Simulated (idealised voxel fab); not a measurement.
Documented hereafter: the process module known as voxel wiring stack.
Cross-sectional view cut (width: 245 nm; square cell size: 5 nm).
Notation: cross-section as square-cell grid; stated in bands, top first, going down; one or more cell rows per band. Quick guide to a band line: top height, bottom height (nm) up front; then every material left to right with its width in nm. Only one material and it's marked "everywhere"? Then it fills the band edge to edge. And "blank" just means empty space. Convention: height 0 is the level below which the wafer, as received, is all one material. The lowest band does not terminate at the bottom but continues downward, represented as "0 and below". Graded width ("30 to 40"): value in top row of band = first number; value in bottom row = second number; row-to-row change constant. Given "remains unaltered" for a step, no cell of the cross-section differs between before and after that step. Internal closed voids: empty space of 8 cells or more with no open way to the top, each as width x height at its distance from the left edge, in nm. It should be noted that, on the line of a given step, the content following the step's settings is a remark produced by the simulator itself with respect to that step. The optional step-line setting "overlay nm" applies to steps with a mask and quantifies how far to the right of its planned location the mask lay, a negative value indicating leftward placement.
## These are the steps we planned for the process
step 1: RECEIVE, material Si
step 2: CONFORMAL_DEP, material SiO2, thk nm 10
step 3: DIRECTIONAL_DEP, material TiN, thk nm 5
step 4: DIRECTIONAL_DEP, material Ru, thk nm 15
step 5: MASKED_ETCH, tone cover, mask id METAL_1, width nm 20, pitch nm 50, etch materials Ru, depth nm 15, overlay nm 0
step 6: MASKED_ETCH, tone cover, mask id METAL_1, width nm 20, pitch nm 50, etch materials TiN, depth nm 5, overlay nm 0
step 7: CONFORMAL_DEP, material SiN, thk nm 5
step 8: FILL_DEP, material SiO2, thk nm 5
step 9: CMP, height nm 30
step 10: CONFORMAL_DEP, material SiCN, thk nm 5
step 11: DIRECTIONAL_DEP, material lowk, thk nm 25
step 12: DIRECTIONAL_DEP, material aC, thk nm 10
step 13: PATTERN, tone open, mask id METAL_2_HOLES, material resist, width nm 15, pitch nm 100, thk nm 30, overlay nm -15
step 14: DIRECTIONAL_ETCH, etch materials aC, depth nm 10
step 15: STRIP, etch materials resist
step 16: DIRECTIONAL_ETCH, etch materials lowk, depth nm 25
step 17: STRIP, etch materials aC
step 18: PATTERN, tone open, mask id METAL_2, material resist, width nm 20, pitch nm 50, thk nm 15, overlay nm 0
step 19: DIRECTIONAL_ETCH, etch materials lowk, depth nm 15
step 20: DIRECTIONAL_ETCH, etch materials SiCN, depth nm 5
step 21: STRIP, etch materials resist
step 22: CONFORMAL_DEP, material TiN, thk nm 5
step 23: FILL_DEP, material Cu, thk nm 10
step 24: CMP, height nm 60
step 25: CONFORMAL_DEP, material SiCN, thk nm 5
Wafers differ in overlay nm at step 13; plan lists the first wafer's value; identical starting state.
## first wafer as received, after step 1
* 0 and below  Si everywhere
* Internal closed voids: none
## Rows = wafers. At module end, each row lists per material the cells gained (+) or lost (-) since the wafer was received, then the closed voids
overlay nm -15, +32 Cu, +48 Ru, +98 SiCN, +57 SiN, +173 SiO2, +62 TiN, +167 lowk, Internal closed voids: none
overlay nm -10, +28 Cu, +48 Ru, +96 SiCN, +57 SiN, +173 SiO2, +62 TiN, +173 lowk, Internal closed voids: none
overlay nm -5, +24 Cu, +48 Ru, +94 SiCN, +57 SiN, +173 SiO2, +62 TiN, +179 lowk, Internal closed voids: none
overlay nm 0, +22 Cu, +48 Ru, +92 SiCN, +57 SiN, +173 SiO2, +60 TiN, +185 lowk, Internal closed voids: none
overlay nm 5, +22 Cu, +48 Ru, +92 SiCN, +57 SiN, +173 SiO2, +60 TiN, +185 lowk, Internal closed voids: none
overlay nm 10, +24 Cu, +48 Ru, +94 SiCN, +57 SiN, +173 SiO2, +62 TiN, +179 lowk, Internal closed voids: none
overlay nm 15, +28 Cu, +48 Ru, +96 SiCN, +57 SiN, +173 SiO2, +62 TiN, +173 lowk, Internal closed voids: none
